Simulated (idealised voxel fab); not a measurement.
Title: Process Module voxel self aligned vias
In the cross-section labelled cut, the width is 255 nm and each square cell is 5 nm.
Think of the cross-section as a grid of square cells. We describe it in bands, top to bottom, and each band covers one or more rows of those cells.
Quick guide to a band line: top height, bottom height (nm) up front; then every material left to right with its width in nm. Only one material and it's marked "everywhere"? Then it fills the band edge to edge. And "empty" just means empty space.
Counting heights begins at 0, where everything beneath is, in the wafer as received, one material. The lowest band has no bottom; it goes on downwards, as "0 and below" shows.
The two numbers in a width such as "30->40" mark its ends across the band: the first belongs to the top row of cells, the second to the bottom row, and from each row to the next the width moves by the same amount.
What does "no change" mean for a step? It means no cell of the cross-section changed in that step.
You'll see "Closed cavities" listing empty spaces that have no way open to the top, as long as they're 8 cells or more; the notation is width x height at distance, where the distance is from the left edge, and all of it is in nm.
Step line, after settings: the simulator's comment on this step.
When a step includes a mask, the "overlay nm" setting on its line states how far to the right of its planned place that mask lay, and negative values state how far to the left.
Read each pair as before and after one process step. The after cross-section shows only down to the lowest band that changed. The step between them and its settings are given below the pair. Pairs can come from different runs of this module on the same starting wafer. A pair continues from the pair above only where its "Pre-process cross-section" entry says so.

[Pre-process cross-section]
> 0 and below  Si everywhere
> Closed cavities: none

[Section After Processing]
> 10 down to 0  SiO2 everywhere
> All layers under 0 are left as they were.
> Closed cavities: none
Looking at the two cross-sections above, the step in the middle is CONFORMAL_DEP | material SiO2 | thk nm 10

Pre-process cross-section: check the pair just above; its after cross-section is our before state.

[Section After Processing]
> 15 down to 10  SiCN everywhere
> All layers under 10 are left as they were.
> Closed cavities: none
Looking at the two cross-sections above, the step in the middle is CONFORMAL_DEP | material SiCN | thk nm 5

Pre-process cross-section: check the pair just above; its after cross-section is our before state.

[Section After Processing]
> 45 down to 15  lowk everywhere
> All layers under 15 are left as they were.
> Closed cavities: none
Looking at the two cross-sections above, the step in the middle is DIRECTIONAL_DEP | material lowk | thk nm 30

Pre-process cross-section: check the pair just above; its after cross-section is our before state.

[Section After Processing]
> 60 down to 45  80 nm resist | 25 nm empty | 45 nm resist | 25 nm empty | 80 nm resist
> All layers under 45 are left as they were.
> Closed cavities: none
Looking at the two cross-sections above, the step in the middle is PATTERN | tone open | mask id LINES | material resist | width nm 25 | pitch nm 70 | thk nm 15 | overlay nm 0

Pre-process cross-section: check the pair just above; its after cross-section is our before state.

[Section After Processing]
> 60 down to 45  80 nm resist | 25 nm empty | 45 nm resist | 25 nm empty | 80 nm resist
> 45 down to 15  80 nm lowk | 25 nm empty | 45 nm lowk | 25 nm empty | 80 nm lowk
> All layers under 15 are left as they were.
> Closed cavities: none
Looking at the two cross-sections above, the step in the middle is DIRECTIONAL_ETCH | etch materials lowk | depth nm 30

Pre-process cross-section: check the pair just above; its after cross-section is our before state.

[Section After Processing]
> 45 down to 15  80 nm lowk | 25 nm empty | 45 nm lowk | 25 nm empty | 80 nm lowk
> All layers under 15 are left as they were.
> Closed cavities: none
Looking at the two cross-sections above, the step in the middle is STRIP | etch materials resist

Pre-process cross-section: check the pair just above; its after cross-section is our before state.

[Section After Processing]
> 50 down to 45  85 nm TiN | 15 nm empty | 55 nm TiN | 15 nm empty | 85 nm TiN
> 45 down to 20  80 nm lowk | 5 nm TiN | 15 nm empty | 5 nm TiN | 45 nm lowk | 5 nm TiN | 15 nm empty | 5 nm TiN | 80 nm lowk
> 20 down to 15  80 nm lowk | 25 nm TiN | 45 nm lowk | 25 nm TiN | 80 nm lowk
> All layers under 15 are left as they were.
> Closed cavities: none
Looking at the two cross-sections above, the step in the middle is CONFORMAL_DEP | material TiN | thk nm 5

Pre-process cross-section: check the pair just above; its after cross-section is our before state.

[Section After Processing]
> 55 down to 50  Ru everywhere
> 50 down to 45  85 nm TiN | 15 nm Ru | 55 nm TiN | 15 nm Ru | 85 nm TiN
> 45 down to 20  80 nm lowk | 5 nm TiN | 15 nm Ru | 5 nm TiN | 45 nm lowk | 5 nm TiN | 15 nm Ru | 5 nm TiN | 80 nm lowk
> All layers under 20 are left as they were.
> Closed cavities: none
Looking at the two cross-sections above, the step in the middle is FILL_DEP | material Ru | thk nm 5

Pre-process cross-section: check the pair just above; its after cross-section is our before state.

[Section After Processing]
> 45 down to 20  80 nm lowk | 5 nm TiN | 15 nm Ru | 5 nm TiN | 45 nm lowk | 5 nm TiN | 15 nm Ru | 5 nm TiN | 80 nm lowk
> All layers under 20 are left as they were.
> Closed cavities: none
Looking at the two cross-sections above, the step in the middle is CMP | height nm 45

Pre-process cross-section: check the pair just above; its after cross-section is our before state.

[Section After Processing]
> 45 down to 40  80 nm lowk | 25 nm empty | 45 nm lowk | 25 nm empty | 80 nm lowk
> All layers under 40 are left as they were.
> Closed cavities: none
Looking at the two cross-sections above, the step in the middle is SELECTIVE_ETCH | etch materials W Ru TiN | depth nm 5

Pre-process cross-section: check the pair just above; its after cross-section is our before state.

[Section After Processing]
> 55 down to 45  SiN everywhere
> 45 down to 40  80 nm lowk | 25 nm SiN | 45 nm lowk | 25 nm SiN | 80 nm lowk
> All layers under 40 are left as they were.
> Closed cavities: none
Looking at the two cross-sections above, the step in the middle is FILL_DEP | material SiN | thk nm 10

Pre-process cross-section: check the pair just above; its after cross-section is our before state.

[Section After Processing]
> 45 down to 40  80 nm lowk | 25 nm SiN | 45 nm lowk | 25 nm SiN | 80 nm lowk
> All layers under 40 are left as they were.
> Closed cavities: none
Looking at the two cross-sections above, the step in the middle is CMP | height nm 45

Pre-process cross-section: check the pair just above; its after cross-section is our before state.

[Section After Processing]
> 60 down to 45  lowk everywhere
> All layers under 45 are left as they were.
> Closed cavities: none
Looking at the two cross-sections above, the step in the middle is DIRECTIONAL_DEP | material lowk | thk nm 15

Pre-process cross-section: check the pair just above; its after cross-section is our before state.

[Section After Processing]
> 70 down to 60  aC everywhere
> All layers under 60 are left as they were.
> Closed cavities: none
Looking at the two cross-sections above, the step in the middle is DIRECTIONAL_DEP | material aC | thk nm 10

Pre-process cross-section: check the pair just above; its after cross-section is our before state.

[Section After Processing]
> 100 down to 70  70 nm resist | 45 nm empty | 140 nm resist
> All layers under 70 are left as they were.
> Closed cavities: none
Looking at the two cross-sections above, the step in the middle is PATTERN | tone open | mask id VIAS | material resist | width nm 45 | thk nm 30 | overlay nm 0

Pre-process cross-section: check the pair just above; its after cross-section is our before state.

[Section After Processing]
> 90 down to 70  70 nm resist | 45 nm empty | 140 nm resist
> 70 down to 60  70 nm aC | 45 nm empty | 140 nm aC
> All layers under 60 are left as they were.
> Closed cavities: none
Looking at the two cross-sections above, the step in the middle is DIRECTIONAL_ETCH | etch materials aC | depth nm 10

Pre-process cross-section: check the pair just above; its after cross-section is our before state.

[Section After Processing]
> 70 down to 60  70 nm aC | 45 nm empty | 140 nm aC
> All layers under 60 are left as they were.
> Closed cavities: none
Looking at the two cross-sections above, the step in the middle is STRIP | etch materials resist

Pre-process cross-section: check the pair just above; its after cross-section is our before state.

[Section After Processing]
> 70 down to 60  70 nm aC | 45 nm empty | 140 nm aC
> 60 down to 45  70 nm lowk | 45 nm empty | 140 nm lowk
> All layers under 45 are left as they were.
> Closed cavities: none
Looking at the two cross-sections above, the step in the middle is DIRECTIONAL_ETCH | etch materials lowk | depth nm 15

Pre-process cross-section: check the pair just above; its after cross-section is our before state.

[Section After Processing]
> 70 down to 60  70 nm aC | 45 nm empty | 140 nm aC
> 60 down to 45  70 nm lowk | 45 nm empty | 140 nm lowk
> 45 down to 40  80 nm lowk | 25 nm empty | 45 nm lowk | 25 nm SiN | 80 nm lowk
> All layers under 40 are left as they were.
> Closed cavities: none
Looking at the two cross-sections above, the step in the middle is DIRECTIONAL_ETCH | etch materials SiN | depth nm 5

Pre-process cross-section: check the pair just above; its after cross-section is our before state.

[Section After Processing]
> 60 down to 45  70 nm lowk | 45 nm empty | 140 nm lowk
> All layers under 45 are left as they were.
> Closed cavities: none
Looking at the two cross-sections above, the step in the middle is STRIP | etch materials aC

Pre-process cross-section: check the pair just above; its after cross-section is our before state.

[Section After Processing]
> 65 down to 60  75 nm TiN | 35 nm empty | 145 nm TiN
> 60 down to 50  70 nm lowk | 5 nm TiN | 35 nm empty | 5 nm TiN | 140 nm lowk
> 50 down to 45  70 nm lowk | 15 nm TiN | 15 nm empty | 15 nm TiN | 140 nm lowk
> 45 down to 40  80 nm lowk | 25 nm TiN | 45 nm lowk | 25 nm SiN | 80 nm lowk
> All layers under 40 are left as they were.
> Closed cavities: none
Looking at the two cross-sections above, the step in the middle is CONFORMAL_DEP | material TiN | thk nm 5

Pre-process cross-section: check the pair just above; its after cross-section is our before state.

[Section After Processing]
> 70 down to 65  Ru everywhere
> 65 down to 60  75 nm TiN | 35 nm Ru | 145 nm TiN
> 60 down to 50  70 nm lowk | 5 nm TiN | 35 nm Ru | 5 nm TiN | 140 nm lowk
> 50 down to 45  70 nm lowk | 15 nm TiN | 15 nm Ru | 15 nm TiN | 140 nm lowk
> All layers under 45 are left as they were.
> Closed cavities: none
Looking at the two cross-sections above, the step in the middle is FILL_DEP | material Ru | thk nm 5

Pre-process cross-section: check the pair just above; its after cross-section is our before state.

[Section After Processing]
> 60 down to 50  70 nm lowk | 5 nm TiN | 35 nm Ru | 5 nm TiN | 140 nm lowk
> All layers under 50 are left as they were.
> Closed cavities: none
Looking at the two cross-sections above, the step in the middle is CMP | height nm 60

Pre-process cross-section: check the pair just above; its after cross-section is our before state.

[Section After Processing]
> 65 down to 60  SiN everywhere
> All layers under 60 are left as they were.
> Closed cavities: none
Looking at the two cross-sections above, the step in the middle is CONFORMAL_DEP | material SiN | thk nm 5

[Pre-process cross-section]
> 10 down to 0  SiO2 everywhere
> 0 and below  Si everywhere
> Closed cavities: none

[Section After Processing]
> 40 down to 10  lowk everywhere
> All layers under 10 are left as they were.
> Closed cavities: none
Looking at the two cross-sections above, the step in the middle is DIRECTIONAL_DEP | material lowk | thk nm 30

Pre-process cross-section: check the pair just above; its after cross-section is our before state.

[Section After Processing]
> 55 down to 40  80 nm resist | 25 nm empty | 45 nm resist | 25 nm empty | 80 nm resist
> All layers under 40 are left as they were.
> Closed cavities: none
Looking at the two cross-sections above, the step in the middle is PATTERN | tone open | mask id LINES | material resist | width nm 25 | pitch nm 70 | thk nm 15 | overlay nm 0

Pre-process cross-section: check the pair just above; its after cross-section is our before state.

[Section After Processing]
> 55 down to 40  80 nm resist | 25 nm empty | 45 nm resist | 25 nm empty | 80 nm resist
> 40 down to 10  80 nm lowk | 25 nm empty | 45 nm lowk | 25 nm empty | 80 nm lowk
> All layers under 10 are left as they were.
> Closed cavities: none
Looking at the two cross-sections above, the step in the middle is DIRECTIONAL_ETCH | etch materials lowk | depth nm 30

Pre-process cross-section: check the pair just above; its after cross-section is our before state.

[Section After Processing]
> 40 down to 10  80 nm lowk | 25 nm empty | 45 nm lowk | 25 nm empty | 80 nm lowk
> All layers under 10 are left as they were.
> Closed cavities: none
Looking at the two cross-sections above, the step in the middle is STRIP | etch materials resist

Pre-process cross-section: check the pair just above; its after cross-section is our before state.

[Section After Processing]
> 45 down to 40  85 nm TiN | 15 nm empty | 55 nm TiN | 15 nm empty | 85 nm TiN
> 40 down to 15  80 nm lowk | 5 nm TiN | 15 nm empty | 5 nm TiN | 45 nm lowk | 5 nm TiN | 15 nm empty | 5 nm TiN | 80 nm lowk
> 15 down to 10  80 nm lowk | 25 nm TiN | 45 nm lowk | 25 nm TiN | 80 nm lowk
> All layers under 10 are left as they were.
> Closed cavities: none
Looking at the two cross-sections above, the step in the middle is CONFORMAL_DEP | material TiN | thk nm 5

Pre-process cross-section: check the pair just above; its after cross-section is our before state.

[Section After Processing]
> 50 down to 45  Ru everywhere
> 45 down to 40  85 nm TiN | 15 nm Ru | 55 nm TiN | 15 nm Ru | 85 nm TiN
> 40 down to 15  80 nm lowk | 5 nm TiN | 15 nm Ru | 5 nm TiN | 45 nm lowk | 5 nm TiN | 15 nm Ru | 5 nm TiN | 80 nm lowk
> All layers under 15 are left as they were.
> Closed cavities: none
Looking at the two cross-sections above, the step in the middle is FILL_DEP | material Ru | thk nm 5

Pre-process cross-section: check the pair just above; its after cross-section is our before state.

[Section After Processing]
> 45 down to 40  85 nm TiN | 15 nm Ru | 55 nm TiN | 15 nm Ru | 85 nm TiN
> All layers under 40 are left as they were.
> Closed cavities: none
Looking at the two cross-sections above, the step in the middle is CMP | height nm 45

Pre-process cross-section: check the pair just above; its after cross-section is our before state.

[Section After Processing]
> 40 down to 15  80 nm lowk | 5 nm TiN | 15 nm Ru | 5 nm TiN | 45 nm lowk | 5 nm TiN | 15 nm Ru | 5 nm TiN | 80 nm lowk
> All layers under 15 are left as they were.
> Closed cavities: none
Looking at the two cross-sections above, the step in the middle is SELECTIVE_ETCH | etch materials W Ru TiN | depth nm 5

Pre-process cross-section: check the pair just above; its after cross-section is our before state.

[Section After Processing]
> 50 down to 40  SiN everywhere
> All layers under 40 are left as they were.
> Closed cavities: none
Looking at the two cross-sections above, the step in the middle is FILL_DEP | material SiN | thk nm 10

Pre-process cross-section: check the pair just above; its after cross-section is our before state.

[Section After Processing]
> 45 down to 40  SiN everywhere
> All layers under 40 are left as they were.
> Closed cavities: none
Looking at the two cross-sections above, the step in the middle is CMP | height nm 45

Pre-process cross-section: check the pair just above; its after cross-section is our before state.

[Section After Processing]
> 60 down to 45  lowk everywhere
> All layers under 45 are left as they were.
> Closed cavities: none
Looking at the two cross-sections above, the step in the middle is DIRECTIONAL_DEP | material lowk | thk nm 15

Pre-process cross-section: check the pair just above; its after cross-section is our before state.

[Section After Processing]
> 70 down to 60  aC everywhere
> All layers under 60 are left as they were.
> Closed cavities: none
Looking at the two cross-sections above, the step in the middle is DIRECTIONAL_DEP | material aC | thk nm 10

Pre-process cross-section: check the pair just above; its after cross-section is our before state.

[Section After Processing]
> 100 down to 70  70 nm resist | 45 nm empty | 140 nm resist
> All layers under 70 are left as they were.
> Closed cavities: none
Looking at the two cross-sections above, the step in the middle is PATTERN | tone open | mask id VIAS | material resist | width nm 45 | thk nm 30 | overlay nm 0

Pre-process cross-section: check the pair just above; its after cross-section is our before state.

[Section After Processing]
> 90 down to 70  70 nm resist | 45 nm empty | 140 nm resist
> 70 down to 60  70 nm aC | 45 nm empty | 140 nm aC
> All layers under 60 are left as they were.
> Closed cavities: none
Looking at the two cross-sections above, the step in the middle is DIRECTIONAL_ETCH | etch materials aC | depth nm 10

Pre-process cross-section: check the pair just above; its after cross-section is our before state.

[Section After Processing]
> 70 down to 60  70 nm aC | 45 nm empty | 140 nm aC
> All layers under 60 are left as they were.
> Closed cavities: none
Looking at the two cross-sections above, the step in the middle is STRIP | etch materials resist

Pre-process cross-section: check the pair just above; its after cross-section is our before state.

[Section After Processing]
> 70 down to 60  70 nm aC | 45 nm empty | 140 nm aC
> 60 down to 45  70 nm lowk | 45 nm empty | 140 nm lowk
> All layers under 45 are left as they were.
> Closed cavities: none
Looking at the two cross-sections above, the step in the middle is DIRECTIONAL_ETCH | etch materials lowk | depth nm 15

Pre-process cross-section: check the pair just above; its after cross-section is our before state.

[Section After Processing]
> 70 down to 60  70 nm aC | 45 nm empty | 140 nm aC
> 60 down to 45  70 nm lowk | 45 nm empty | 140 nm lowk
> 45 down to 40  70 nm SiN | 45 nm empty | 140 nm SiN
> All layers under 40 are left as they were.
> Closed cavities: none
Looking at the two cross-sections above, the step in the middle is DIRECTIONAL_ETCH | etch materials SiN | depth nm 5

Pre-process cross-section: check the pair just above; its after cross-section is our before state.

[Section After Processing]
> 60 down to 45  70 nm lowk | 45 nm empty | 140 nm lowk
> All layers under 45 are left as they were.
> Closed cavities: none
Looking at the two cross-sections above, the step in the middle is STRIP | etch materials aC

Pre-process cross-section: check the pair just above; its after cross-section is our before state.

[Section After Processing]
> 65 down to 60  75 nm TiN | 35 nm empty | 145 nm TiN
> 60 down to 45  70 nm lowk | 5 nm TiN | 35 nm empty | 5 nm TiN | 140 nm lowk
> 45 down to 40  70 nm SiN | 45 nm TiN | 140 nm SiN
> All layers under 40 are left as they were.
> Closed cavities: none
Looking at the two cross-sections above, the step in the middle is CONFORMAL_DEP | material TiN | thk nm 5

Pre-process cross-section: check the pair just above; its after cross-section is our before state.

[Section After Processing]
> 70 down to 65  Ru everywhere
> 65 down to 60  75 nm TiN | 35 nm Ru | 145 nm TiN
> 60 down to 45  70 nm lowk | 5 nm TiN | 35 nm Ru | 5 nm TiN | 140 nm lowk
> All layers under 45 are left as they were.
> Closed cavities: none
Looking at the two cross-sections above, the step in the middle is FILL_DEP | material Ru | thk nm 5

Pre-process cross-section: check the pair just above; its after cross-section is our before state.

[Section After Processing]
> 60 down to 45  70 nm lowk | 5 nm TiN | 35 nm Ru | 5 nm TiN | 140 nm lowk
> All layers under 45 are left as they were.
> Closed cavities: none
Looking at the two cross-sections above, the step in the middle is CMP | height nm 60

Pre-process cross-section: check the pair just above; its after cross-section is our before state.

[Section After Processing]
> 65 down to 60  SiN everywhere
> All layers under 60 are left as they were.
> Closed cavities: none
Looking at the two cross-sections above, the step in the middle is CONFORMAL_DEP | material SiN | thk nm 5

[Pre-process cross-section]
> 70 down to 60  70 nm aC | 45 nm empty | 140 nm aC
> 60 down to 45  70 nm lowk | 45 nm empty | 140 nm lowk
> 45 down to 40  80 nm lowk | 25 nm SiN | 45 nm lowk | 25 nm SiN | 80 nm lowk
> 40 down to 20  80 nm lowk | 5 nm TiN | 15 nm Ru | 5 nm TiN | 45 nm lowk | 5 nm TiN | 15 nm Ru | 5 nm TiN | 80 nm lowk
> 20 down to 15  80 nm lowk | 25 nm TiN | 45 nm lowk | 25 nm TiN | 80 nm lowk
> 15 down to 10  SiCN everywhere
> 10 down to 0  SiO2 everywhere
> 0 and below  Si everywhere
> Closed cavities: none

[Section After Processing]
> 70 down to 60  70 nm aC | 45 nm empty | 140 nm aC
> 60 down to 45  70 nm lowk | 45 nm empty | 140 nm lowk
> 45 down to 40  70 nm lowk | 10 nm empty | 25 nm SiN | 10 nm empty | 35 nm lowk | 25 nm SiN | 80 nm lowk
> 40 down to 30  70 nm lowk | 10 nm empty | 5 nm TiN | 15 nm Ru | 5 nm TiN | 10 nm empty | 35 nm lowk | 5 nm TiN | 15 nm Ru | 5 nm TiN | 80 nm lowk
> All layers under 30 are left as they were.
> Closed cavities: none
Looking at the two cross-sections above, the step in the middle is DIRECTIONAL_ETCH | etch materials lowk | depth nm 15

Pre-process cross-section: check the pair just above; its after cross-section is our before state.

[Section After Processing]
> 70 down to 60  70 nm aC | 45 nm empty | 140 nm aC
> 60 down to 45  70 nm lowk | 45 nm empty | 140 nm lowk
> 45 down to 40  70 nm lowk | 45 nm empty | 35 nm lowk | 25 nm SiN | 80 nm lowk
> All layers under 40 are left as they were.
> Closed cavities: none
Looking at the two cross-sections above, the step in the middle is DIRECTIONAL_ETCH | etch materials SiN | depth nm 5

Pre-process cross-section: check the pair just above; its after cross-section is our before state.

[Section After Processing]
> 60 down to 45  70 nm lowk | 45 nm empty | 140 nm lowk
> All layers under 45 are left as they were.
> Closed cavities: none
Looking at the two cross-sections above, the step in the middle is STRIP | etch materials aC

Pre-process cross-section: check the pair just above; its after cross-section is our before state.

[Section After Processing]
> 65 down to 60  75 nm TiN | 35 nm empty | 145 nm TiN
> 60 down to 45  70 nm lowk | 5 nm TiN | 35 nm empty | 5 nm TiN | 140 nm lowk
> 45 down to 40  70 nm lowk | 45 nm TiN | 35 nm lowk | 25 nm SiN | 80 nm lowk
> 40 down to 30  70 nm lowk | 15 nm TiN | 15 nm Ru | 15 nm TiN | 35 nm lowk | 5 nm TiN | 15 nm Ru | 5 nm TiN | 80 nm lowk
> All layers under 30 are left as they were.
> Closed cavities: none
Looking at the two cross-sections above, the step in the middle is CONFORMAL_DEP | material TiN | thk nm 5

Pre-process cross-section: check the pair just above; its after cross-section is our before state.

[Section After Processing]
> 70 down to 65  Ru everywhere
> 65 down to 60  75 nm TiN | 35 nm Ru | 145 nm TiN
> 60 down to 45  70 nm lowk | 5 nm TiN | 35 nm Ru | 5 nm TiN | 140 nm lowk
> All layers under 45 are left as they were.
> Closed cavities: none
Looking at the two cross-sections above, the step in the middle is FILL_DEP | material Ru | thk nm 5

Pre-process cross-section: check the pair just above; its after cross-section is our before state.

[Section After Processing]
> 60 down to 45  70 nm lowk | 5 nm TiN | 35 nm Ru | 5 nm TiN | 140 nm lowk
> All layers under 45 are left as they were.
> Closed cavities: none
Looking at the two cross-sections above, the step in the middle is CMP | height nm 60

Pre-process cross-section: check the pair just above; its after cross-section is our before state.

[Section After Processing]
> 65 down to 60  SiN everywhere
> All layers under 60 are left as they were.
> Closed cavities: none
Looking at the two cross-sections above, the step in the middle is CONFORMAL_DEP | material SiN | thk nm 5

[Pre-process cross-section]
> 0 and below  Si everywhere
> Closed cavities: none

[Section After Processing]
> 5 down to 0  SiCN everywhere
> All layers under 0 are left as they were.
> Closed cavities: none
Looking at the two cross-sections above, the step in the middle is CONFORMAL_DEP | material SiCN | thk nm 5

Pre-process cross-section: check the pair just above; its after cross-section is our before state.

[Section After Processing]
> 15 down to 5  SiO2 everywhere
> All layers under 5 are left as they were.
> Closed cavities: none
Looking at the two cross-sections above, the step in the middle is CONFORMAL_DEP | material SiO2 | thk nm 10

Pre-process cross-section: check the pair just above; its after cross-section is our before state.

[Section After Processing]
> 45 down to 15  lowk everywhere
> All layers under 15 are left as they were.
> Closed cavities: none
Looking at the two cross-sections above, the step in the middle is DIRECTIONAL_DEP | material lowk | thk nm 30

Pre-process cross-section: check the pair just above; its after cross-section is our before state.

[Section After Processing]
> 60 down to 45  80 nm resist | 25 nm empty | 45 nm resist | 25 nm empty | 80 nm resist
> All layers under 45 are left as they were.
> Closed cavities: none
Looking at the two cross-sections above, the step in the middle is PATTERN | tone open | mask id LINES | material resist | width nm 25 | pitch nm 70 | thk nm 15 | overlay nm 0

Pre-process cross-section: check the pair just above; its after cross-section is our before state.

[Section After Processing]
> 60 down to 45  80 nm resist | 25 nm empty | 45 nm resist | 25 nm empty | 80 nm resist
> 45 down to 15  80 nm lowk | 25 nm empty | 45 nm lowk | 25 nm empty | 80 nm lowk
> All layers under 15 are left as they were.
> Closed cavities: none
Looking at the two cross-sections above, the step in the middle is DIRECTIONAL_ETCH | etch materials lowk | depth nm 30

Pre-process cross-section: check the pair just above; its after cross-section is our before state.

[Section After Processing]
> 45 down to 15  80 nm lowk | 25 nm empty | 45 nm lowk | 25 nm empty | 80 nm lowk
> All layers under 15 are left as they were.
> Closed cavities: none
Looking at the two cross-sections above, the step in the middle is STRIP | etch materials resist

Pre-process cross-section: check the pair just above; its after cross-section is our before state.

[Section After Processing]
> 50 down to 45  85 nm TiN | 15 nm empty | 55 nm TiN | 15 nm empty | 85 nm TiN
> 45 down to 20  80 nm lowk | 5 nm TiN | 15 nm empty | 5 nm TiN | 45 nm lowk | 5 nm TiN | 15 nm empty | 5 nm TiN | 80 nm lowk
> 20 down to 15  80 nm lowk | 25 nm TiN | 45 nm lowk | 25 nm TiN | 80 nm lowk
> All layers under 15 are left as they were.
> Closed cavities: none
Looking at the two cross-sections above, the step in the middle is CONFORMAL_DEP | material TiN | thk nm 5

Pre-process cross-section: check the pair just above; its after cross-section is our before state.

[Section After Processing]
> 55 down to 50  Ru everywhere
> 50 down to 45  85 nm TiN | 15 nm Ru | 55 nm TiN | 15 nm Ru | 85 nm TiN
> 45 down to 20  80 nm lowk | 5 nm TiN | 15 nm Ru | 5 nm TiN | 45 nm lowk | 5 nm TiN | 15 nm Ru | 5 nm TiN | 80 nm lowk
> All layers under 20 are left as they were.
> Closed cavities: none
Looking at the two cross-sections above, the step in the middle is FILL_DEP | material Ru | thk nm 5

Pre-process cross-section: check the pair just above; its after cross-section is our before state.

[Section After Processing]
> 45 down to 20  80 nm lowk | 5 nm TiN | 15 nm Ru | 5 nm TiN | 45 nm lowk | 5 nm TiN | 15 nm Ru | 5 nm TiN | 80 nm lowk
> All layers under 20 are left as they were.
> Closed cavities: none
Looking at the two cross-sections above, the step in the middle is CMP | height nm 45

Pre-process cross-section: check the pair just above; its after cross-section is our before state.

[Section After Processing]
> 45 down to 40  80 nm lowk | 25 nm empty | 45 nm lowk | 25 nm empty | 80 nm lowk
> All layers under 40 are left as they were.
> Closed cavities: none
Looking at the two cross-sections above, the step in the middle is SELECTIVE_ETCH | etch materials W Ru TiN | depth nm 5

Pre-process cross-section: check the pair just above; its after cross-section is our before state.

[Section After Processing]
> 55 down to 45  SiN everywhere
> 45 down to 40  80 nm lowk | 25 nm SiN | 45 nm lowk | 25 nm SiN | 80 nm lowk
> All layers under 40 are left as they were.
> Closed cavities: none
Looking at the two cross-sections above, the step in the middle is FILL_DEP | material SiN | thk nm 10

Pre-process cross-section: check the pair just above; its after cross-section is our before state.

[Section After Processing]
> 45 down to 40  80 nm lowk | 25 nm SiN | 45 nm lowk | 25 nm SiN | 80 nm lowk
> All layers under 40 are left as they were.
> Closed cavities: none
Looking at the two cross-sections above, the step in the middle is CMP | height nm 45

Pre-process cross-section: check the pair just above; its after cross-section is our before state.

[Section After Processing]
> 60 down to 45  lowk everywhere
> All layers under 45 are left as they were.
> Closed cavities: none
Looking at the two cross-sections above, the step in the middle is DIRECTIONAL_DEP | material lowk | thk nm 15

Pre-process cross-section: check the pair just above; its after cross-section is our before state.

[Section After Processing]
> 70 down to 60  aC everywhere
> All layers under 60 are left as they were.
> Closed cavities: none
Looking at the two cross-sections above, the step in the middle is DIRECTIONAL_DEP | material aC | thk nm 10

Pre-process cross-section: check the pair just above; its after cross-section is our before state.

[Section After Processing]
> 100 down to 70  70 nm resist | 45 nm empty | 140 nm resist
> All layers under 70 are left as they were.
> Closed cavities: none
Looking at the two cross-sections above, the step in the middle is PATTERN | tone open | mask id VIAS | material resist | width nm 45 | thk nm 30 | overlay nm 0

Pre-process cross-section: check the pair just above; its after cross-section is our before state.

[Section After Processing]
> 90 down to 70  70 nm resist | 45 nm empty | 140 nm resist
> 70 down to 60  70 nm aC | 45 nm empty | 140 nm aC
> All layers under 60 are left as they were.
> Closed cavities: none
Looking at the two cross-sections above, the step in the middle is DIRECTIONAL_ETCH | etch materials aC | depth nm 10

Pre-process cross-section: check the pair just above; its after cross-section is our before state.

[Section After Processing]
> 70 down to 60  70 nm aC | 45 nm empty | 140 nm aC
> All layers under 60 are left as they were.
> Closed cavities: none
Looking at the two cross-sections above, the step in the middle is STRIP | etch materials resist

Pre-process cross-section: check the pair just above; its after cross-section is our before state.

[Section After Processing]
> 70 down to 60  70 nm aC | 45 nm empty | 140 nm aC
> 60 down to 45  70 nm lowk | 45 nm empty | 140 nm lowk
> All layers under 45 are left as they were.
> Closed cavities: none
Looking at the two cross-sections above, the step in the middle is DIRECTIONAL_ETCH | etch materials lowk | depth nm 15

Pre-process cross-section: check the pair just above; its after cross-section is our before state.

[Section After Processing]
> 70 down to 60  70 nm aC | 45 nm empty | 140 nm aC
> 60 down to 45  70 nm lowk | 45 nm empty | 140 nm lowk
> 45 down to 40  80 nm lowk | 25 nm empty | 45 nm lowk | 25 nm SiN | 80 nm lowk
> All layers under 40 are left as they were.
> Closed cavities: none
Looking at the two cross-sections above, the step in the middle is DIRECTIONAL_ETCH | etch materials SiN | depth nm 5

Pre-process cross-section: check the pair just above; its after cross-section is our before state.

[Section After Processing]
> 60 down to 45  70 nm lowk | 45 nm empty | 140 nm lowk
> All layers under 45 are left as they were.
> Closed cavities: none
Looking at the two cross-sections above, the step in the middle is STRIP | etch materials aC

Pre-process cross-section: check the pair just above; its after cross-section is our before state.

[Section After Processing]
> 65 down to 60  75 nm TiN | 35 nm empty | 145 nm TiN
> 60 down to 50  70 nm lowk | 5 nm TiN | 35 nm empty | 5 nm TiN | 140 nm lowk
> 50 down to 45  70 nm lowk | 15 nm TiN | 15 nm empty | 15 nm TiN | 140 nm lowk
> 45 down to 40  80 nm lowk | 25 nm TiN | 45 nm lowk | 25 nm SiN | 80 nm lowk
> All layers under 40 are left as they were.
> Closed cavities: none
Looking at the two cross-sections above, the step in the middle is CONFORMAL_DEP | material TiN | thk nm 5

Pre-process cross-section: check the pair just above; its after cross-section is our before state.

[Section After Processing]
> 70 down to 65  Ru everywhere
> 65 down to 60  75 nm TiN | 35 nm Ru | 145 nm TiN
> 60 down to 50  70 nm lowk | 5 nm TiN | 35 nm Ru | 5 nm TiN | 140 nm lowk
> 50 down to 45  70 nm lowk | 15 nm TiN | 15 nm Ru | 15 nm TiN | 140 nm lowk
> All layers under 45 are left as they were.
> Closed cavities: none
Looking at the two cross-sections above, the step in the middle is FILL_DEP | material Ru | thk nm 5

Pre-process cross-section: check the pair just above; its after cross-section is our before state.

[Section After Processing]
> 60 down to 50  70 nm lowk | 5 nm TiN | 35 nm Ru | 5 nm TiN | 140 nm lowk
> All layers under 50 are left as they were.
> Closed cavities: none
Looking at the two cross-sections above, the step in the middle is CMP | height nm 60

Pre-process cross-section: check the pair just above; its after cross-section is our before state.

[Section After Processing]
> 65 down to 60  SiN everywhere
> All layers under 60 are left as they were.
> Closed cavities: none
Looking at the two cross-sections above, the step in the middle is CONFORMAL_DEP | material SiN | thk nm 5

[Pre-process cross-section]
> 45 down to 20  80 nm lowk | 5 nm TiN | 15 nm Ru | 5 nm TiN | 45 nm lowk | 5 nm TiN | 15 nm Ru | 5 nm TiN | 80 nm lowk
> 20 down to 15  80 nm lowk | 25 nm TiN | 45 nm lowk | 25 nm TiN | 80 nm lowk
> 15 down to 10  SiCN everywhere
> 10 down to 0  SiO2 everywhere
> 0 and below  Si everywhere
> Closed cavities: none

[Section After Processing]
> 45 down to 30  80 nm lowk | 25 nm empty | 45 nm lowk | 25 nm empty | 80 nm lowk
> All layers under 30 are left as they were.
> Closed cavities: none
Looking at the two cross-sections above, the step in the middle is SELECTIVE_ETCH | etch materials W Ru TiN | depth nm 15

Pre-process cross-section: check the pair just above; its after cross-section is our before state.

[Section After Processing]
> 55 down to 45  SiN everywhere
> 45 down to 30  80 nm lowk | 25 nm SiN | 45 nm lowk | 25 nm SiN | 80 nm lowk
> All layers under 30 are left as they were.
> Closed cavities: none
Looking at the two cross-sections above, the step in the middle is FILL_DEP | material SiN | thk nm 10
